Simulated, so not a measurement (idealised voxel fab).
process module | voxel transistor to metal
cross-section cut | 160 nm wide | cells 5 nm
A cross-section is a grid of square cells, given in bands from the top down. A band is one or more rows of cells.
Each band's line starts with the height of the band's top and of its bottom, in nm. Then come its materials from left to right, each with its width in nm. One material with "throughout" fills the band from edge to edge. "air" is empty space.
Height 0 is the level under which the wafer as received is all one material. The lowest band goes on downwards, as in "0 down".
A width such as "30 to 40" changes by the same amount from each row of cells to the next, from the band's top row to its bottom row.
"no change" after a step means that no cell of the cross-section changed.
closed voids: empty space of 8 cells or more with no open way to the top, each as width x height at its distance from the left edge, in nm
after a step's settings: what the simulator itself notes on the step
overlay nm, on a step with a mask: how far to the right of its planned place the mask lay; to the left if negative
plan
1 op RECEIVE | material Si
2 op OXIDIZE | depth nm 5
3 op CONFORMAL_DEP | material SiN | thk nm 10
4 op MASKED_ETCH | tone cover | mask id ACTIVE | width nm 100 | etch materials SiN | depth nm 10 | overlay nm 0
5 op MASKED_ETCH | tone cover | mask id ACTIVE | width nm 100 | etch materials SiO2 | depth nm 5 | overlay nm 0
6 op MASKED_ETCH | tone cover | mask id ACTIVE | width nm 100 | etch materials Si | depth nm 30 | overlay nm 0
7 op FILL_DEP | material SiO2 | thk nm 5
8 op CMP | height nm 10
9 op SELECTIVE_ETCH | etch materials SiO2 | depth nm 5
10 op STRIP | etch materials SiN
11 op SELECTIVE_ETCH | etch materials SiO2 | depth nm 5
12 op OXIDIZE | depth nm 5
13 op DIRECTIONAL_DEP | material polySi | thk nm 30
14 op DIRECTIONAL_DEP | material SiCN | thk nm 15
15 op DIRECTIONAL_DEP | material aC | thk nm 10
16 op PATTERN | tone cover | mask id GATE | material resist | width nm 20 | thk nm 30 | overlay nm 0
17 op DIRECTIONAL_ETCH | etch materials aC | depth nm 10
18 op STRIP | etch materials resist
19 op DIRECTIONAL_ETCH | etch materials SiCN | depth nm 25
20 op DIRECTIONAL_ETCH | etch materials polySi | depth nm 40
21 op STRIP | etch materials aC
22 op CONFORMAL_DEP | material SiO2 | thk nm 5
23 op DIRECTIONAL_ETCH | etch materials SiO2 | depth nm 5
24 op CONFORMAL_DEP | material SiN | thk nm 10
25 op DIRECTIONAL_ETCH | etch materials SiN | depth nm 10
26 op DIRECTIONAL_ETCH | etch materials SiO2 | depth nm 5
27 op DIRECTIONAL_ETCH | etch materials Si | depth nm 15
28 op EPI | material SiGe | thk nm 15
29 op FILL_DEP | material SiO2 | thk nm 5
30 op CMP | height nm 40
31 op DIRECTIONAL_DEP | material SiO2 | thk nm 15
32 op DIRECTIONAL_DEP | material aC | thk nm 10
33 op PATTERN | tone open | mask id CONTACT | material resist | width nm 25 | pitch nm 55 | thk nm 30 | overlay nm 0
34 op DIRECTIONAL_ETCH | etch materials aC | depth nm 10
35 op STRIP | etch materials resist
36 op DIRECTIONAL_ETCH | etch materials SiO2 | depth nm 50
37 op STRIP | etch materials aC
38 op CONFORMAL_DEP | material TiN | thk nm 5
39 op FILL_DEP | material Ru | thk nm 5
40 op CMP | height nm 55
41 op DIRECTIONAL_DEP | material TiN | thk nm 5
42 op DIRECTIONAL_DEP | material W | thk nm 25
43 op PATTERN | tone cover | mask id METAL_1 | material resist | width nm 15 | pitch nm 65 | thk nm 15 | overlay nm 0
44 op DIRECTIONAL_ETCH | etch materials W | depth nm 25
45 op DIRECTIONAL_ETCH | etch materials TiN | depth nm 5
46 op STRIP | etch materials resist
47 op FILL_DEP | material lowk | thk nm 5
48 op CMP | height nm 85
49 op CONFORMAL_DEP | material SiCN | thk nm 5
first wafer, as planned
as received, after step 1
  0 down: Si throughout
  closed voids: none
after step 2
  0 to -5: SiO2 throughout
  below -5: unchanged
after step 3
  10 to 0: SiN throughout
  below 0: unchanged
after step 4
  10 to 0: air 30 | SiN 100 | air 30
  below 0: unchanged
after step 5
  10 to 0: air 30 | SiN 100 | air 30
  0 to -5: air 30 | SiO2 100 | air 30
  below -5: unchanged
after step 6
  10 to 0: air 30 | SiN 100 | air 30
  0 to -5: air 30 | SiO2 100 | air 30
  -5 to -35: air 30 | Si 100 | air 30
  below -35: unchanged
after step 7
  15 to 10: SiO2 throughout
  10 to 0: SiO2 30 | SiN 100 | SiO2 30
  0 to -5: SiO2 throughout
  -5 to -35: SiO2 30 | Si 100 | SiO2 30
  below -35: unchanged
after step 8
  10 to 0: SiO2 30 | SiN 100 | SiO2 30
  below 0: unchanged
after step 9
  10 to 5: air 30 | SiN 100 | air 30
  below 5: unchanged
after step 10
  5 to 0: SiO2 30 | air 100 | SiO2 30
  below 0: unchanged
after step 11
  0 to -5: SiO2 25 | air 110 | SiO2 25
  below -5: unchanged
after step 12
  0 to -5: SiO2 25 | air 110 | SiO2 25
  -5 to -10: SiO2 throughout
  below -10: unchanged
after step 13
  30 to 25: polySi 25 | air 110 | polySi 25
  25 to 0: polySi throughout
  0 to -5: SiO2 25 | polySi 110 | SiO2 25
  below -5: unchanged
after step 14
  45 to 40: SiCN 25 | air 110 | SiCN 25
  40 to 30: SiCN throughout
  30 to 25: polySi 25 | SiCN 110 | polySi 25
  below 25: unchanged
after step 15
  55 to 50: aC 25 | air 110 | aC 25
  50 to 45: aC throughout
  45 to 40: SiCN 25 | aC 110 | SiCN 25
  below 40: unchanged
after step 16
  85 to 55: air 70 | resist 20 | air 70
  55 to 50: aC 25 | air 45 | resist 20 | air 45 | aC 25
  below 50: unchanged
after step 17
  75 to 50: air 70 | resist 20 | air 70
  50 to 45: air 70 | aC 20 | air 70
  45 to 40: SiCN 25 | air 45 | aC 20 | air 45 | SiCN 25
  below 40: unchanged
after step 18
  50 to 45: air 70 | aC 20 | air 70
  below 45: unchanged
after step 19
  50 to 40: air 70 | aC 20 | air 70
  40 to 30: air 70 | SiCN 20 | air 70
  30 to 25: polySi 25 | air 45 | SiCN 20 | air 45 | polySi 25
  below 25: unchanged
after step 20
  50 to 40: air 70 | aC 20 | air 70
  40 to 25: air 70 | SiCN 20 | air 70
  25 to 0: air 70 | polySi 20 | air 70
  0 to -5: SiO2 25 | air 45 | polySi 20 | air 45 | SiO2 25
  below -5: unchanged
after step 21
  40 to 25: air 70 | SiCN 20 | air 70
  below 25: unchanged
after step 22
  45 to 40: air 65 | SiO2 30 | air 65
  40 to 25: air 65 | SiO2 5 | SiCN 20 | SiO2 5 | air 65
  25 to 5: air 65 | SiO2 5 | polySi 20 | SiO2 5 | air 65
  5 to 0: SiO2 30 | air 35 | SiO2 5 | polySi 20 | SiO2 5 | air 35 | SiO2 30
  0 to -5: SiO2 70 | polySi 20 | SiO2 70
  below -5: unchanged
after step 23
  40 to 25: air 65 | SiO2 5 | SiCN 20 | SiO2 5 | air 65
  25 to 0: air 65 | SiO2 5 | polySi 20 | SiO2 5 | air 65
  0 to -5: SiO2 30 | air 35 | SiO2 5 | polySi 20 | SiO2 5 | air 35 | SiO2 30
  below -5: unchanged
after step 24
  50 to 40: air 55 | SiN 50 | air 55
  40 to 25: air 55 | SiN 10 | SiO2 5 | SiCN 20 | SiO2 5 | SiN 10 | air 55
  25 to 10: air 55 | SiN 10 | SiO2 5 | polySi 20 | SiO2 5 | SiN 10 | air 55
  10 to 5: SiN 40 | air 15 | SiN 10 | SiO2 5 | polySi 20 | SiO2 5 | SiN 10 | air 15 | SiN 40
  5 to 0: SiN 65 | SiO2 5 | polySi 20 | SiO2 5 | SiN 65
  0 to -5: SiO2 30 | SiN 35 | SiO2 5 | polySi 20 | SiO2 5 | SiN 35 | SiO2 30
  below -5: unchanged
after step 25
  40 to 25: air 55 | SiN 10 | SiO2 5 | SiCN 20 | SiO2 5 | SiN 10 | air 55
  25 to 0: air 55 | SiN 10 | SiO2 5 | polySi 20 | SiO2 5 | SiN 10 | air 55
  0 to -5: SiO2 30 | SiN 10 | air 15 | SiN 10 | SiO2 5 | polySi 20 | SiO2 5 | SiN 10 | air 15 | SiN 10 | SiO2 30
  below -5: unchanged
after step 26
  40 to 35: air 55 | SiN 10 | air 5 | SiCN 20 | air 5 | SiN 10 | air 55
  35 to 25: air 55 | SiN 10 | SiO2 5 | SiCN 20 | SiO2 5 | SiN 10 | air 55
  25 to 0: air 55 | SiN 10 | SiO2 5 | polySi 20 | SiO2 5 | SiN 10 | air 55
  0 to -5: air 30 | SiN 10 | air 15 | SiN 10 | SiO2 5 | polySi 20 | SiO2 5 | SiN 10 | air 15 | SiN 10 | air 30
  -5 to -10: SiO2 40 | air 15 | SiO2 50 | air 15 | SiO2 40
  below -10: unchanged
after step 27
  40 to 35: air 55 | SiN 10 | air 5 | SiCN 20 | air 5 | SiN 10 | air 55
  35 to 25: air 55 | SiN 10 | SiO2 5 | SiCN 20 | SiO2 5 | SiN 10 | air 55
  25 to 0: air 55 | SiN 10 | SiO2 5 | polySi 20 | SiO2 5 | SiN 10 | air 55
  0 to -5: air 30 | SiN 10 | air 15 | SiN 10 | SiO2 5 | polySi 20 | SiO2 5 | SiN 10 | air 15 | SiN 10 | air 30
  -5 to -10: SiO2 40 | air 15 | SiO2 50 | air 15 | SiO2 40
  -10 to -25: SiO2 30 | Si 10 | air 15 | Si 50 | air 15 | Si 10 | SiO2 30
  below -25: unchanged
after step 28
  40 to 35: air 55 | SiN 10 | air 5 | SiCN 20 | air 5 | SiN 10 | air 55
  35 to 25: air 55 | SiN 10 | SiO2 5 | SiCN 20 | SiO2 5 | SiN 10 | air 55
  25 to 5: air 55 | SiN 10 | SiO2 5 | polySi 20 | SiO2 5 | SiN 10 | air 55
  5 to 0: air 35 | SiGe 20 | SiN 10 | SiO2 5 | polySi 20 | SiO2 5 | SiN 10 | SiGe 20 | air 35
  0 to -5: air 30 | SiN 10 | SiGe 15 | SiN 10 | SiO2 5 | polySi 20 | SiO2 5 | SiN 10 | SiGe 15 | SiN 10 | air 30
  -5 to -10: SiO2 40 | SiGe 15 | SiO2 50 | SiGe 15 | SiO2 40
  -10 to -25: SiO2 30 | Si 10 | SiGe 15 | Si 50 | SiGe 15 | Si 10 | SiO2 30
  below -25: unchanged
after step 29
  45 to 40: SiO2 throughout
  40 to 25: SiO2 55 | SiN 10 | SiO2 5 | SiCN 20 | SiO2 5 | SiN 10 | SiO2 55
  25 to 5: SiO2 55 | SiN 10 | SiO2 5 | polySi 20 | SiO2 5 | SiN 10 | SiO2 55
  5 to 0: SiO2 35 | SiGe 20 | SiN 10 | SiO2 5 | polySi 20 | SiO2 5 | SiN 10 | SiGe 20 | SiO2 35
  0 to -5: SiO2 30 | SiN 10 | SiGe 15 | SiN 10 | SiO2 5 | polySi 20 | SiO2 5 | SiN 10 | SiGe 15 | SiN 10 | SiO2 30
  below -5: unchanged
after step 30
  40 to 25: SiO2 55 | SiN 10 | SiO2 5 | SiCN 20 | SiO2 5 | SiN 10 | SiO2 55
  below 25: unchanged
after step 31
  55 to 40: SiO2 throughout
  below 40: unchanged
after step 32
  65 to 55: aC throughout
  below 55: unchanged
after step 33
  95 to 65: resist 40 | air 25 | resist 30 | air 25 | resist 40
  below 65: unchanged
after step 34
  85 to 65: resist 40 | air 25 | resist 30 | air 25 | resist 40
  65 to 55: aC 40 | air 25 | aC 30 | air 25 | aC 40
  below 55: unchanged
after step 35
  65 to 55: aC 40 | air 25 | aC 30 | air 25 | aC 40
  below 55: unchanged
after step 36
  65 to 55: aC 40 | air 25 | aC 30 | air 25 | aC 40
  55 to 40: SiO2 40 | air 25 | SiO2 30 | air 25 | SiO2 40
  40 to 25: SiO2 40 | air 15 | SiN 10 | SiO2 5 | SiCN 20 | SiO2 5 | SiN 10 | air 15 | SiO2 40
  25 to 5: SiO2 40 | air 15 | SiN 10 | SiO2 5 | polySi 20 | SiO2 5 | SiN 10 | air 15 | SiO2 40
  below 5: unchanged
after step 37
  55 to 40: SiO2 40 | air 25 | SiO2 30 | air 25 | SiO2 40
  below 40: unchanged
after step 38
  60 to 55: TiN 45 | air 15 | TiN 40 | air 15 | TiN 45
  55 to 45: SiO2 40 | TiN 5 | air 15 | TiN 5 | SiO2 30 | TiN 5 | air 15 | TiN 5 | SiO2 40
  45 to 40: SiO2 40 | TiN 5 | air 5 | TiN 15 | SiO2 30 | TiN 15 | air 5 | TiN 5 | SiO2 40
  40 to 25: SiO2 40 | TiN 5 | air 5 | TiN 5 | SiN 10 | SiO2 5 | SiCN 20 | SiO2 5 | SiN 10 | TiN 5 | air 5 | TiN 5 | SiO2 40
  25 to 10: SiO2 40 | TiN 5 | air 5 | TiN 5 | SiN 10 | SiO2 5 | polySi 20 | SiO2 5 | SiN 10 | TiN 5 | air 5 | TiN 5 | SiO2 40
  10 to 5: SiO2 40 | TiN 15 | SiN 10 | SiO2 5 | polySi 20 | SiO2 5 | SiN 10 | TiN 15 | SiO2 40
  below 5: unchanged
after step 39
  65 to 60: Ru throughout
  60 to 55: TiN 45 | Ru 15 | TiN 40 | Ru 15 | TiN 45
  55 to 45: SiO2 40 | TiN 5 | Ru 15 | TiN 5 | SiO2 30 | TiN 5 | Ru 15 | TiN 5 | SiO2 40
  45 to 40: SiO2 40 | TiN 5 | Ru 5 | TiN 15 | SiO2 30 | TiN 15 | Ru 5 | TiN 5 | SiO2 40
  40 to 25: SiO2 40 | TiN 5 | Ru 5 | TiN 5 | SiN 10 | SiO2 5 | SiCN 20 | SiO2 5 | SiN 10 | TiN 5 | Ru 5 | TiN 5 | SiO2 40
  25 to 10: SiO2 40 | TiN 5 | Ru 5 | TiN 5 | SiN 10 | SiO2 5 | polySi 20 | SiO2 5 | SiN 10 | TiN 5 | Ru 5 | TiN 5 | SiO2 40
  below 10: unchanged
after step 40
  55 to 45: SiO2 40 | TiN 5 | Ru 15 | TiN 5 | SiO2 30 | TiN 5 | Ru 15 | TiN 5 | SiO2 40
  below 45: unchanged
after step 41
  60 to 55: TiN throughout
  below 55: unchanged
after step 42
  85 to 60: W throughout
  below 60: unchanged
after step 43
  100 to 85: air 40 | resist 15 | air 50 | resist 15 | air 40
  below 85: unchanged
after step 44
  100 to 85: air 40 | resist 15 | air 50 | resist 15 | air 40
  85 to 60: air 40 | W 15 | air 50 | W 15 | air 40
  below 60: unchanged
after step 45
  100 to 85: air 40 | resist 15 | air 50 | resist 15 | air 40
  85 to 60: air 40 | W 15 | air 50 | W 15 | air 40
  60 to 55: air 40 | TiN 15 | air 50 | TiN 15 | air 40
  below 55: unchanged
after step 46
  85 to 60: air 40 | W 15 | air 50 | W 15 | air 40
  below 60: unchanged
after step 47
  90 to 85: lowk throughout
  85 to 60: lowk 40 | W 15 | lowk 50 | W 15 | lowk 40
  60 to 55: lowk 40 | TiN 15 | lowk 50 | TiN 15 | lowk 40
  below 55: unchanged
after step 48
  85 to 60: lowk 40 | W 15 | lowk 50 | W 15 | lowk 40
  below 60: unchanged
after step 49
  90 to 85: SiCN throughout
  below 85: unchanged
second wafer: like start, like plan, one mistake. Through step 23 it matches the first wafer
when step 24 should have ended: no change
when step 25 should have ended: no change
when step 26 should have ended
  40 to 35: air 70 | SiCN 20 | air 70
  35 to 25: air 65 | SiO2 5 | SiCN 20 | SiO2 5 | air 65
  25 to -5: air 65 | SiO2 5 | polySi 20 | SiO2 5 | air 65
  -5 to -10: SiO2 30 | air 35 | SiO2 30 | air 35 | SiO2 30
  below -10: unchanged
when step 27 should have ended
  40 to 35: air 70 | SiCN 20 | air 70
  35 to 25: air 65 | SiO2 5 | SiCN 20 | SiO2 5 | air 65
  25 to -5: air 65 | SiO2 5 | polySi 20 | SiO2 5 | air 65
  -5 to -10: SiO2 30 | air 35 | SiO2 30 | air 35 | SiO2 30
  -10 to -25: SiO2 30 | air 35 | Si 30 | air 35 | SiO2 30
  below -25: unchanged
when step 28 should have ended
  40 to 35: air 70 | SiCN 20 | air 70
  35 to 25: air 65 | SiO2 5 | SiCN 20 | SiO2 5 | air 65
  25 to 5: air 65 | SiO2 5 | polySi 20 | SiO2 5 | air 65
  5 to -5: air 50 | SiGe 15 | SiO2 5 | polySi 20 | SiO2 5 | SiGe 15 | air 50
  -5 to -10: SiO2 30 | air 20 | SiGe 15 | SiO2 30 | SiGe 15 | air 20 | SiO2 30
  -10 to -25: SiO2 30 | SiGe 35 | Si 30 | SiGe 35 | SiO2 30
  below -25: unchanged
when step 29 should have ended
  45 to 40: SiO2 throughout
  40 to 25: SiO2 70 | SiCN 20 | SiO2 70
  25 to 5: SiO2 70 | polySi 20 | SiO2 70
  5 to -5: SiO2 50 | SiGe 15 | SiO2 5 | polySi 20 | SiO2 5 | SiGe 15 | SiO2 50
  -5 to -10: SiO2 50 | SiGe 15 | SiO2 30 | SiGe 15 | SiO2 50
  below -10: unchanged
when step 30 should have ended
  40 to 25: SiO2 70 | SiCN 20 | SiO2 70
  below 25: unchanged
when step 31 should have ended
  55 to 40: SiO2 throughout
  below 40: unchanged
when step 32 should have ended
  65 to 55: aC throughout
  below 55: unchanged
when step 33 should have ended
  95 to 65: resist 40 | air 25 | resist 30 | air 25 | resist 40
  below 65: unchanged
when step 34 should have ended
  85 to 65: resist 40 | air 25 | resist 30 | air 25 | resist 40
  65 to 55: aC 40 | air 25 | aC 30 | air 25 | aC 40
  below 55: unchanged
when step 35 should have ended
  65 to 55: aC 40 | air 25 | aC 30 | air 25 | aC 40
  below 55: unchanged
when step 36 should have ended
  65 to 55: aC 40 | air 25 | aC 30 | air 25 | aC 40
  55 to 40: SiO2 40 | air 25 | SiO2 30 | air 25 | SiO2 40
  40 to 25: SiO2 40 | air 25 | SiO2 5 | SiCN 20 | SiO2 5 | air 25 | SiO2 40
  25 to 5: SiO2 40 | air 25 | SiO2 5 | polySi 20 | SiO2 5 | air 25 | SiO2 40
  below 5: unchanged
when step 37 should have ended
  55 to 40: SiO2 40 | air 25 | SiO2 30 | air 25 | SiO2 40
  below 40: unchanged
when step 38 should have ended
  60 to 55: TiN 45 | air 15 | TiN 40 | air 15 | TiN 45
  55 to 40: SiO2 40 | TiN 5 | air 15 | TiN 5 | SiO2 30 | TiN 5 | air 15 | TiN 5 | SiO2 40
  40 to 25: SiO2 40 | TiN 5 | air 15 | TiN 5 | SiO2 5 | SiCN 20 | SiO2 5 | TiN 5 | air 15 | TiN 5 | SiO2 40
  25 to 10: SiO2 40 | TiN 5 | air 15 | TiN 5 | SiO2 5 | polySi 20 | SiO2 5 | TiN 5 | air 15 | TiN 5 | SiO2 40
  10 to 5: SiO2 40 | TiN 25 | SiO2 5 | polySi 20 | SiO2 5 | TiN 25 | SiO2 40
  below 5: unchanged
when step 39 should have ended
  65 to 60: Ru throughout
  60 to 55: TiN 45 | Ru 15 | TiN 40 | Ru 15 | TiN 45
  55 to 40: SiO2 40 | TiN 5 | Ru 15 | TiN 5 | SiO2 30 | TiN 5 | Ru 15 | TiN 5 | SiO2 40
  40 to 25: SiO2 40 | TiN 5 | Ru 15 | TiN 5 | SiO2 5 | SiCN 20 | SiO2 5 | TiN 5 | Ru 15 | TiN 5 | SiO2 40
  25 to 10: SiO2 40 | TiN 5 | Ru 15 | TiN 5 | SiO2 5 | polySi 20 | SiO2 5 | TiN 5 | Ru 15 | TiN 5 | SiO2 40
  below 10: unchanged
when step 40 should have ended
  55 to 40: SiO2 40 | TiN 5 | Ru 15 | TiN 5 | SiO2 30 | TiN 5 | Ru 15 | TiN 5 | SiO2 40
  below 40: unchanged
when step 41 should have ended
  60 to 55: TiN throughout
  below 55: unchanged
when step 42 should have ended
  85 to 60: W throughout
  below 60: unchanged
when step 43 should have ended
  100 to 85: air 40 | resist 15 | air 50 | resist 15 | air 40
  below 85: unchanged
when step 44 should have ended
  100 to 85: air 40 | resist 15 | air 50 | resist 15 | air 40
  85 to 60: air 40 | W 15 | air 50 | W 15 | air 40
  below 60: unchanged
when step 45 should have ended
  100 to 85: air 40 | resist 15 | air 50 | resist 15 | air 40
  85 to 60: air 40 | W 15 | air 50 | W 15 | air 40
  60 to 55: air 40 | TiN 15 | air 50 | TiN 15 | air 40
  below 55: unchanged
when step 46 should have ended
  85 to 60: air 40 | W 15 | air 50 | W 15 | air 40
  below 60: unchanged
when step 47 should have ended
  90 to 85: lowk throughout
  85 to 60: lowk 40 | W 15 | lowk 50 | W 15 | lowk 40
  60 to 55: lowk 40 | TiN 15 | lowk 50 | TiN 15 | lowk 40
  below 55: unchanged
when step 48 should have ended
  85 to 60: lowk 40 | W 15 | lowk 50 | W 15 | lowk 40
  below 60: unchanged
when step 49 should have ended
  90 to 85: SiCN throughout
  below 85: unchanged
what went wrong: step 24 was left out
at the end the second wafer has, in cells: 28 more of Ru | 24 fewer of Si | 22 more of SiGe | 40 fewer of SiN | 14 more of SiO2
